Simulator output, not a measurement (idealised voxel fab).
process module | voxel local oxidation
Each square cell in cross-section cut measures 5 nm, and the section as a whole is 250 nm wide.
Just so we're on the same page, the cross-sections are grids of square cells, and they're listed out in bands top to bottom, each band one or more rows deep. Each band's line starts with the height of the band's top and of its bottom, in nm. Then come its materials from left to right, each with its width in nm. One material with "all across" fills the band from edge to edge. "air" is empty space. Zero point of the height axis is 0; under it, received wafer = one material. Lowest band: continues down indefinitely, "0 -> down". A width given as "30->40" starts at the first number in the band's top row and ends at the second number in its bottom row, shifting by an equal amount at every step from row to row. What does "remains unaltered" mean for a step? It means no cell of the cross-section changed in that step. "Trapped cavities" specifies each empty space that is not open to the top and that occupies no fewer than 8 cells, using the form width x height at distance, the distance measured from the left edge and all three quantities in nm. Note: text after step settings on the step line = simulator remark on that step. For masked steps, "overlay nm" on the step line gives how far right of plan the mask actually lay; a minus sign means it lay to the left.
# These are the steps we planned for the process
1) op RECEIVE | material Si
2) op OXIDIZE | depth nm 5
3) op CONFORMAL_DEP | material SiN | thk nm 10
4) op PATTERN | tone cover | mask id ACTIVE | material resist | width nm 120 | thk nm 15 | overlay nm 0
5) op DIRECTIONAL_ETCH | etch materials SiN | depth nm 10
6) op STRIP | etch materials resist
7) op SELECTIVE_ETCH | etch materials SiO2 | depth nm 5
8) op OXIDIZE | depth nm 15
9) op STRIP | etch materials SiN
# Incoming wafer, cross-sectional view, post step 1
	0 -> down  Si all across
	Trapped cavities: none
# Module complete - cross-section of the first of two wafers, run according to plan
	0 -> -5  air 70 | SiO2 110 | air 70
	-5 -> -20  SiO2 85 | Si 80 | SiO2 85
	-20 -> down  Si all across
	Trapped cavities: none
# Wafer two, sectioned after the module: the first wafer's start, the first wafer's plan, and one mistake in how it was run
	-5 -> -20  air 85 | Si 80 | air 85
	-20 -> down  Si all across
	Trapped cavities: none
Nonconformance to the process plan: step 9 changed vs plan, executed as op STRIP | etch materials SiO2
at the end the second wafer has, in cells: 124 fewer of SiO2
